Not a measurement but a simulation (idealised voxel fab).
process module | voxel wiring stack
cross-section cut | 190 nm wide | cells 5 nm
A cross-section is a grid of square cells, given in bands from the top down. A band is one or more rows of cells.
Each band's line starts with the height of the band's top and of its bottom, in nm. Then come its materials from left to right, each with its width in nm. One material with "throughout" fills the band from edge to edge. "air" is empty space.
Height 0 is the level under which the wafer as received is all one material. The lowest band goes on downwards, as in "0 down".
A width such as "30 to 40" changes by the same amount from each row of cells to the next, from the band's top row to its bottom row.
"no change" after a step means that no cell of the cross-section changed.
closed voids: empty space of 8 cells or more with no open way to the top, each as width x height at its distance from the left edge, in nm
after a step's settings: what the simulator itself notes on the step
overlay nm, on a step with a mask: how far to the right of its planned place the mask lay; to the left if negative
plan
1 op RECEIVE | material Si
2 op CONFORMAL_DEP | material SiO2 | thk nm 10
3 op DIRECTIONAL_DEP | material TiN | thk nm 5
4 op DIRECTIONAL_DEP | material Ru | thk nm 20
5 op PATTERN | tone cover | mask id METAL_1 | material resist | width nm 20 | pitch nm 45 | thk nm 20 | overlay nm 0
6 op DIRECTIONAL_ETCH | etch materials Ru | depth nm 20
7 op DIRECTIONAL_ETCH | etch materials TiN | depth nm 5
8 op STRIP | etch materials resist
9 op CONFORMAL_DEP | material SiN | thk nm 5
10 op FILL_DEP | material SiO2 | thk nm 5
11 op CMP | height nm 35
12 op CONFORMAL_DEP | material SiCN | thk nm 5
13 op DIRECTIONAL_DEP | material lowk | thk nm 35
14 op DIRECTIONAL_DEP | material aC | thk nm 10
15 op PATTERN | tone open | mask id METAL_2 | material resist | width nm 20 | pitch nm 45 | thk nm 25 | overlay nm 0
16 op DIRECTIONAL_ETCH | etch materials aC | depth nm 10
17 op STRIP | etch materials resist
18 op DIRECTIONAL_ETCH | etch materials lowk | depth nm 20
19 op STRIP | etch materials aC
20 op MASKED_ETCH | tone open | mask id METAL_2_HOLES | width nm 15 | pitch nm 45 | etch materials lowk | depth nm 15 | overlay nm 0
21 op MASKED_ETCH | tone open | mask id METAL_2_HOLES | width nm 15 | pitch nm 45 | etch materials SiCN | depth nm 5 | overlay nm 0
22 op CONFORMAL_DEP | material TiN | thk nm 5
23 op FILL_DEP | material Cu | thk nm 5
24 op CMP | height nm 75
25 op CONFORMAL_DEP | material SiN | thk nm 5
first wafer, as planned
as received, after step 1
  0 down: Si throughout
  closed voids: none
after step 2
  10 to 0: SiO2 throughout
  below 0: unchanged
after step 3
  15 to 10: TiN throughout
  below 10: unchanged
after step 4
  35 to 15: Ru throughout
  below 15: unchanged
after step 5
  55 to 35: air 60 | resist 20 | air 25 | resist 20 | air 65
  below 35: unchanged
after step 6
  55 to 35: air 60 | resist 20 | air 25 | resist 20 | air 65
  35 to 15: air 60 | Ru 20 | air 25 | Ru 20 | air 65
  below 15: unchanged
after step 7
  55 to 35: air 60 | resist 20 | air 25 | resist 20 | air 65
  35 to 15: air 60 | Ru 20 | air 25 | Ru 20 | air 65
  15 to 10: air 60 | TiN 20 | air 25 | TiN 20 | air 65
  below 10: unchanged
after step 8
  35 to 15: air 60 | Ru 20 | air 25 | Ru 20 | air 65
  below 15: unchanged
after step 9
  40 to 35: air 55 | SiN 30 | air 15 | SiN 30 | air 60
  35 to 15: air 55 | SiN 5 | Ru 20 | SiN 5 | air 15 | SiN 5 | Ru 20 | SiN 5 | air 60
  15 to 10: SiN 60 | TiN 20 | SiN 25 | TiN 20 | SiN 65
  below 10: unchanged
after step 10
  45 to 40: SiO2 throughout
  40 to 35: SiO2 55 | SiN 30 | SiO2 15 | SiN 30 | SiO2 60
  35 to 15: SiO2 55 | SiN 5 | Ru 20 | SiN 5 | SiO2 15 | SiN 5 | Ru 20 | SiN 5 | SiO2 60
  below 15: unchanged
after step 11
  35 to 15: SiO2 55 | SiN 5 | Ru 20 | SiN 5 | SiO2 15 | SiN 5 | Ru 20 | SiN 5 | SiO2 60
  below 15: unchanged
after step 12
  40 to 35: SiCN throughout
  below 35: unchanged
after step 13
  75 to 40: lowk throughout
  below 40: unchanged
after step 14
  85 to 75: aC throughout
  below 75: unchanged
after step 15
  110 to 85: resist 60 | air 20 | resist 25 | air 20 | resist 65
  below 85: unchanged
after step 16
  100 to 85: resist 60 | air 20 | resist 25 | air 20 | resist 65
  85 to 75: aC 60 | air 20 | aC 25 | air 20 | aC 65
  below 75: unchanged
after step 17
  85 to 75: aC 60 | air 20 | aC 25 | air 20 | aC 65
  below 75: unchanged
after step 18
  85 to 75: aC 60 | air 20 | aC 25 | air 20 | aC 65
  75 to 55: lowk 60 | air 20 | lowk 25 | air 20 | lowk 65
  below 55: unchanged
after step 19
  75 to 55: lowk 60 | air 20 | lowk 25 | air 20 | lowk 65
  below 55: unchanged
after step 20
  75 to 55: lowk 60 | air 20 | lowk 25 | air 20 | lowk 65
  55 to 40: lowk 60 | air 15 | lowk 30 | air 15 | lowk 70
  below 40: unchanged
after step 21
  75 to 55: lowk 60 | air 20 | lowk 25 | air 20 | lowk 65
  55 to 40: lowk 60 | air 15 | lowk 30 | air 15 | lowk 70
  40 to 35: SiCN 60 | air 15 | SiCN 30 | air 15 | SiCN 70
  below 35: unchanged
after step 22
  80 to 75: TiN 65 | air 10 | TiN 35 | air 10 | TiN 70
  75 to 60: lowk 60 | TiN 5 | air 10 | TiN 5 | lowk 25 | TiN 5 | air 10 | TiN 5 | lowk 65
  60 to 55: lowk 60 | TiN 5 | air 5 | TiN 10 | lowk 25 | TiN 5 | air 5 | TiN 10 | lowk 65
  55 to 40: lowk 60 | TiN 5 | air 5 | TiN 5 | lowk 30 | TiN 5 | air 5 | TiN 5 | lowk 70
  40 to 35: SiCN 60 | TiN 15 | SiCN 30 | TiN 15 | SiCN 70
  below 35: unchanged
after step 23
  85 to 80: Cu throughout
  80 to 75: TiN 65 | Cu 10 | TiN 35 | Cu 10 | TiN 70
  75 to 60: lowk 60 | TiN 5 | Cu 10 | TiN 5 | lowk 25 | TiN 5 | Cu 10 | TiN 5 | lowk 65
  60 to 55: lowk 60 | TiN 5 | Cu 5 | TiN 10 | lowk 25 | TiN 5 | Cu 5 | TiN 10 | lowk 65
  55 to 40: lowk 60 | TiN 5 | Cu 5 | TiN 5 | lowk 30 | TiN 5 | Cu 5 | TiN 5 | lowk 70
  below 40: unchanged
after step 24
  75 to 60: lowk 60 | TiN 5 | Cu 10 | TiN 5 | lowk 25 | TiN 5 | Cu 10 | TiN 5 | lowk 65
  below 60: unchanged
after step 25
  80 to 75: SiN throughout
  below 75: unchanged
second wafer: like start, like plan, one mistake. Through step 11 it matches the first wafer
when step 12 should have ended
  50 to 35: SiCN throughout
  below 35: unchanged
when step 13 should have ended
  85 to 50: lowk throughout
  below 50: unchanged
when step 14 should have ended
  95 to 85: aC throughout
  below 85: unchanged
when step 15 should have ended
  120 to 95: resist 60 | air 20 | resist 25 | air 20 | resist 65
  below 95: unchanged
when step 16 should have ended
  110 to 95: resist 60 | air 20 | resist 25 | air 20 | resist 65
  95 to 85: aC 60 | air 20 | aC 25 | air 20 | aC 65
  below 85: unchanged
when step 17 should have ended
  95 to 85: aC 60 | air 20 | aC 25 | air 20 | aC 65
  below 85: unchanged
when step 18 should have ended
  95 to 85: aC 60 | air 20 | aC 25 | air 20 | aC 65
  85 to 65: lowk 60 | air 20 | lowk 25 | air 20 | lowk 65
  below 65: unchanged
when step 19 should have ended
  85 to 65: lowk 60 | air 20 | lowk 25 | air 20 | lowk 65
  below 65: unchanged
when step 20 should have ended
  85 to 65: lowk 60 | air 20 | lowk 25 | air 20 | lowk 65
  65 to 50: lowk 60 | air 15 | lowk 30 | air 15 | lowk 70
  below 50: unchanged
when step 21 should have ended
  85 to 65: lowk 60 | air 20 | lowk 25 | air 20 | lowk 65
  65 to 50: lowk 60 | air 15 | lowk 30 | air 15 | lowk 70
  50 to 45: SiCN 60 | air 15 | SiCN 30 | air 15 | SiCN 70
  below 45: unchanged
when step 22 should have ended
  90 to 85: TiN 65 | air 10 | TiN 35 | air 10 | TiN 70
  85 to 70: lowk 60 | TiN 5 | air 10 | TiN 5 | lowk 25 | TiN 5 | air 10 | TiN 5 | lowk 65
  70 to 65: lowk 60 | TiN 5 | air 5 | TiN 10 | lowk 25 | TiN 5 | air 5 | TiN 10 | lowk 65
  65 to 50: lowk 60 | TiN 5 | air 5 | TiN 5 | lowk 30 | TiN 5 | air 5 | TiN 5 | lowk 70
  50 to 45: SiCN 60 | TiN 15 | SiCN 30 | TiN 15 | SiCN 70
  below 45: unchanged
when step 23 should have ended
  95 to 90: Cu throughout
  90 to 85: TiN 65 | Cu 10 | TiN 35 | Cu 10 | TiN 70
  85 to 70: lowk 60 | TiN 5 | Cu 10 | TiN 5 | lowk 25 | TiN 5 | Cu 10 | TiN 5 | lowk 65
  70 to 65: lowk 60 | TiN 5 | Cu 5 | TiN 10 | lowk 25 | TiN 5 | Cu 5 | TiN 10 | lowk 65
  65 to 50: lowk 60 | TiN 5 | Cu 5 | TiN 5 | lowk 30 | TiN 5 | Cu 5 | TiN 5 | lowk 70
  below 50: unchanged
when step 24 should have ended
  75 to 65: lowk 60 | TiN 5 | Cu 10 to 5 | TiN 5 to 10 | lowk 25 | TiN 5 | Cu 10 to 5 | TiN 5 to 10 | lowk 65
  below 65: unchanged
when step 25 should have ended
  80 to 75: SiN throughout
  below 75: unchanged
what went wrong: step 12 ran as: op CONFORMAL_DEP | material SiCN | thk nm 15
at the end the second wafer has, in cells: 8 fewer of Cu | 76 more of SiCN | 8 fewer of TiN | 60 fewer of lowk
